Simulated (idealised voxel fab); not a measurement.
Process module under the name voxel air gaps
FYI the section here is cut, 185 nm wide, cells are 5 nm squares.
Cross-section = grid of square cells, listed top down in bands; band = one or more rows. Per band: top height and bottom height in nm, followed by the left-to-right materials and their widths in nm; "all across" marks a single material spanning edge to edge, "blank" marks empty space. A quick word on heights: they are counted from 0, and under that level the wafer as it came to us is one material throughout. The lowest band is different from the rest in having no bottom; it simply continues downward, written as in "0 -> down". A width given as "30..40" starts at the first number in the band's top row and ends at the second number in its bottom row, shifting by an equal amount at every step from row to row. The cross-section has no changed cell in any step marked "everything unchanged". Voids not open to the top, 8 cells minimum: see "Fully sealed cavities". Written width x height at distance; distance is from the left edge; nm. The remark found on a step's line after its settings is issued by the simulator itself and pertains to that step. "overlay nm" denotes, for a step that has a mask, the displacement of the mask to the right of its planned place, with negative values corresponding to the left.
Process steps foreseen in the plan
1) op RECEIVE | material Si
2) op CONFORMAL_DEP | material SiO2 | thk nm 15
3) op CONFORMAL_DEP | material SiN | thk nm 5
4) op DIRECTIONAL_DEP | material SiO2 | thk nm 40
5) op PATTERN | tone open | mask id LINES | material resist | width nm 25 | pitch nm 50 | thk nm 15 | overlay nm 0
6) op DIRECTIONAL_ETCH | etch materials SiO2 | depth nm 40
7) op STRIP | etch materials resist
8) op CONFORMAL_DEP | material TiN | thk nm 5
9) op FILL_DEP | material W | thk nm 10
10) op CMP | height nm 60
11) op EPI | material Ru | thk nm 10
12) op SELECTIVE_ETCH | etch materials SiO2 | depth nm 50
13) op CONFORMAL_DEP | material SiCN | thk nm 5
First of the two wafers, run per plan
Cross-sectional view of the wafer in its as-received condition, corresponding to the state after step 1
  0 -> down: Si all across
  Fully sealed cavities: none
State of the wafer after step 2, shown in cross-section
  15 -> 0: SiO2 all across
  Beneath the level 0, the cross-section is identical to its previous state.
State of the wafer after step 3, shown in cross-section
  20 -> 15: SiN all across
  Beneath the level 15, the cross-section is identical to its previous state.
State of the wafer after step 4, shown in cross-section
  60 -> 20: SiO2 all across
  Beneath the level 20, the cross-section is identical to its previous state.
State of the wafer after step 5, shown in cross-section
  75 -> 60: resist 30; blank 25; resist 25; blank 25; resist 25; blank 25; resist 30
  Beneath the level 60, the cross-section is identical to its previous state.
State of the wafer after step 6, shown in cross-section
  75 -> 60: resist 30; blank 25; resist 25; blank 25; resist 25; blank 25; resist 30
  60 -> 20: SiO2 30; blank 25; SiO2 25; blank 25; SiO2 25; blank 25; SiO2 30
  Beneath the level 20, the cross-section is identical to its previous state.
State of the wafer after step 7, shown in cross-section
  60 -> 20: SiO2 30; blank 25; SiO2 25; blank 25; SiO2 25; blank 25; SiO2 30
  Beneath the level 20, the cross-section is identical to its previous state.
State of the wafer after step 8, shown in cross-section
  65 -> 60: TiN 35; blank 15; TiN 35; blank 15; TiN 35; blank 15; TiN 35
  60 -> 25: SiO2 30; TiN 5; blank 15; TiN 5; SiO2 25; TiN 5; blank 15; TiN 5; SiO2 25; TiN 5; blank 15; TiN 5; SiO2 30
  25 -> 20: SiO2 30; TiN 25; SiO2 25; TiN 25; SiO2 25; TiN 25; SiO2 30
  Beneath the level 20, the cross-section is identical to its previous state.
State of the wafer after step 9, shown in cross-section
  75 -> 65: W all across
  65 -> 60: TiN 35; W 15; TiN 35; W 15; TiN 35; W 15; TiN 35
  60 -> 25: SiO2 30; TiN 5; W 15; TiN 5; SiO2 25; TiN 5; W 15; TiN 5; SiO2 25; TiN 5; W 15; TiN 5; SiO2 30
  Beneath the level 25, the cross-section is identical to its previous state.
State of the wafer after step 10, shown in cross-section
  60 -> 25: SiO2 30; TiN 5; W 15; TiN 5; SiO2 25; TiN 5; W 15; TiN 5; SiO2 25; TiN 5; W 15; TiN 5; SiO2 30
  Beneath the level 25, the cross-section is identical to its previous state.
State of the wafer after step 11, shown in cross-section
  70 -> 60: blank 20; Ru 45; blank 5; Ru 45; blank 5; Ru 45; blank 20
  Beneath the level 60, the cross-section is identical to its previous state.
State of the wafer after step 12, shown in cross-section
  70 -> 60: blank 20; Ru 45; blank 5; Ru 45; blank 5; Ru 45; blank 20
  60 -> 25: blank 30; TiN 5; W 15; TiN 5; blank 25; TiN 5; W 15; TiN 5; blank 25; TiN 5; W 15; TiN 5; blank 30
  25 -> 20: blank 30; TiN 25; blank 25; TiN 25; blank 25; TiN 25; blank 30
  Beneath the level 20, the cross-section is identical to its previous state.
State of the wafer after step 13, shown in cross-section
  75 -> 70: blank 15; SiCN 155; blank 15
  70 -> 60: blank 15; SiCN 5; Ru 45; SiCN 5; Ru 45; SiCN 5; Ru 45; SiCN 5; blank 15
  60 -> 55: blank 15; SiCN 15; TiN 5; W 15; TiN 5; SiCN 25; TiN 5; W 15; TiN 5; SiCN 25; TiN 5; W 15; TiN 5; SiCN 15; blank 15
  55 -> 25: blank 25; SiCN 5; TiN 5; W 15; TiN 5; SiCN 5; blank 15; SiCN 5; TiN 5; W 15; TiN 5; SiCN 5; blank 15; SiCN 5; TiN 5; W 15; TiN 5; SiCN 5; blank 25
  25 -> 20: SiCN 30; TiN 25; SiCN 25; TiN 25; SiCN 25; TiN 25; SiCN 30
  Beneath the level 20, the cross-section is identical to its previous state.
  Fully sealed cavities: 15 x 30 at 60; 15 x 30 at 110
Notes, second wafer: start = first wafer's, plan = first wafer's, execution had one mistake; history identical to first through step 4
Cross-section: second wafer, time at which step 5 was scheduled to end
  75 -> 60: resist 35; blank 20; resist 30; blank 20; resist 30; blank 20; resist 30
  Beneath the level 60, the cross-section is identical to its previous state.
Cross-section: second wafer, time at which step 6 was scheduled to end
  75 -> 60: resist 35; blank 20; resist 30; blank 20; resist 30; blank 20; resist 30
  60 -> 20: SiO2 35; blank 20; SiO2 30; blank 20; SiO2 30; blank 20; SiO2 30
  Beneath the level 20, the cross-section is identical to its previous state.
Cross-section: second wafer, time at which step 7 was scheduled to end
  60 -> 20: SiO2 35; blank 20; SiO2 30; blank 20; SiO2 30; blank 20; SiO2 30
  Beneath the level 20, the cross-section is identical to its previous state.
Cross-section: second wafer, time at which step 8 was scheduled to end
  65 -> 60: TiN 40; blank 10; TiN 40; blank 10; TiN 40; blank 10; TiN 35
  60 -> 25: SiO2 35; TiN 5; blank 10; TiN 5; SiO2 30; TiN 5; blank 10; TiN 5; SiO2 30; TiN 5; blank 10; TiN 5; SiO2 30
  25 -> 20: SiO2 35; TiN 20; SiO2 30; TiN 20; SiO2 30; TiN 20; SiO2 30
  Beneath the level 20, the cross-section is identical to its previous state.
Cross-section: second wafer, time at which step 9 was scheduled to end
  75 -> 65: W all across
  65 -> 60: TiN 40; W 10; TiN 40; W 10; TiN 40; W 10; TiN 35
  60 -> 25: SiO2 35; TiN 5; W 10; TiN 5; SiO2 30; TiN 5; W 10; TiN 5; SiO2 30; TiN 5; W 10; TiN 5; SiO2 30
  Beneath the level 25, the cross-section is identical to its previous state.
Cross-section: second wafer, time at which step 10 was scheduled to end
  60 -> 25: SiO2 35; TiN 5; W 10; TiN 5; SiO2 30; TiN 5; W 10; TiN 5; SiO2 30; TiN 5; W 10; TiN 5; SiO2 30
  Beneath the level 25, the cross-section is identical to its previous state.
Cross-section: second wafer, time at which step 11 was scheduled to end
  70 -> 60: blank 25; Ru 40; blank 10; Ru 40; blank 10; Ru 40; blank 20
  Beneath the level 60, the cross-section is identical to its previous state.
Cross-section: second wafer, time at which step 12 was scheduled to end
  70 -> 60: blank 25; Ru 40; blank 10; Ru 40; blank 10; Ru 40; blank 20
  60 -> 25: blank 35; TiN 5; W 10; TiN 5; blank 30; TiN 5; W 10; TiN 5; blank 30; TiN 5; W 10; TiN 5; blank 30
  25 -> 20: blank 35; TiN 20; blank 30; TiN 20; blank 30; TiN 20; blank 30
  Beneath the level 20, the cross-section is identical to its previous state.
Cross-section: second wafer, time at which step 13 was scheduled to end
  75 -> 70: blank 20; SiCN 150; blank 15
  70 -> 60: blank 20; SiCN 5; Ru 40; SiCN 10; Ru 40; SiCN 10; Ru 40; SiCN 5; blank 15
  60 -> 55: blank 20; SiCN 15; TiN 5; W 10; TiN 5; SiCN 30; TiN 5; W 10; TiN 5; SiCN 30; TiN 5; W 10; TiN 5; SiCN 15; blank 15
  55 -> 25: blank 30; SiCN 5; TiN 5; W 10; TiN 5; SiCN 5; blank 20; SiCN 5; TiN 5; W 10; TiN 5; SiCN 5; blank 20; SiCN 5; TiN 5; W 10; TiN 5; SiCN 5; blank 25
  25 -> 20: SiCN 35; TiN 20; SiCN 30; TiN 20; SiCN 30; TiN 20; SiCN 30
  Beneath the level 20, the cross-section is identical to its previous state.
  Fully sealed cavities: 20 x 30 at 60; 20 x 30 at 110
Finding, execution versus plan: rather than as planned, step 5 actually ran as op PATTERN | tone open | mask id LINES | material resist | width nm 20 | pitch nm 50 | thk nm 15 | overlay nm 0
Looking at both finished wafers in cells, the second ends up ahead of or behind the first on some materials: Ru: 6 fewer | SiCN: 8 more | TiN: 3 fewer | W: 21 fewer
